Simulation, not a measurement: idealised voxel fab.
Process module, titled voxel released beams
The cross-section on display is named cut; it measures 260 nm wide, and its cells are 5 nm squares.
Reading order for cross-sections: top band down to bottom band. Underlying form: a grid of square cells. Band size: one or more rows of cells.
What a band's entry tells you: where the top is and where the bottom is, as heights in nm, and after that what lies inside, material by material from left to right, each with its width in nm. Empty space is written as the word "empty", and a single material marked with the word "all across" occupies the band from edge to edge.
Convention: height 0 is the level below which the wafer, as received, is all one material. The lowest band does not terminate at the bottom but continues downward, represented as "0 and below".
Note: "30..40" means the width goes from the first number (top row of the band) to the second number (bottom row) in equal steps per row of cells.
"no alterations made" after a step means that no cell of the cross-section changed.
Voids not open to the top, 8 cells minimum: see "Trapped voids". Written width x height at distance; distance is from the left edge; nm.
Past the settings on a step's line: simulator remark, on that step.
The setting "overlay nm" may be written on the line of a step. When the step uses a mask, the value reports how far to the right of the planned place the mask lay, and a negative value reports that it lay to the left.

# The process steps that were planned are listed below
1) RECEIVE | material Si
2) CONFORMAL_DEP | material Al2O3 | thk nm 5
3) DIRECTIONAL_DEP | material SiO2 | thk nm 10
4) PATTERN | tone open | mask id ANCHOR | material resist | width nm 35 | thk nm 20 | overlay nm 0
5) DIRECTIONAL_ETCH | etch materials SiO2 | depth nm 10
6) STRIP | etch materials resist
7) CONFORMAL_DEP | material SiN | thk nm 10
8) DIRECTIONAL_DEP | material aC | thk nm 15
9) PATTERN | tone cover | mask id BEAM | material resist | width nm 90 | thk nm 35 | overlay nm -15
10) DIRECTIONAL_ETCH | etch materials aC | depth nm 15
11) STRIP | etch materials resist
12) DIRECTIONAL_ETCH | etch materials SiN | depth nm 10
13) STRIP | etch materials aC
14) STRIP | etch materials SiO2
It is noted that the wafers described herein are identical at the outset and are distinguished by the overlay nm of step 9; the value stated in the plan corresponds to the first wafer.

# The first of several wafers as received, shown in cross-section; this is its state after step 1
* 0 and below = Si all across
* Trapped voids: none

# The rows of the table below are wafers. Looking at the end of the module, a row counts, for every material, the cells the wafer has gained, shown as (+), or lost, shown as (-), since it was received; its closed voids come next
overlay nm -15 | +52 Al2O3 | +44 SiN | Trapped voids: none
overlay nm -10 | +52 Al2O3 | +44 SiN | Trapped voids: none
overlay nm -5 | +52 Al2O3 | +44 SiN | Trapped voids: none
overlay nm 0 | +52 Al2O3 | +44 SiN | Trapped voids: none
overlay nm 5 | +52 Al2O3 | +44 SiN | Trapped voids: none
overlay nm 10 | +52 Al2O3 | +44 SiN | Trapped voids: none
overlay nm 15 | +52 Al2O3 | +44 SiN | Trapped voids: none
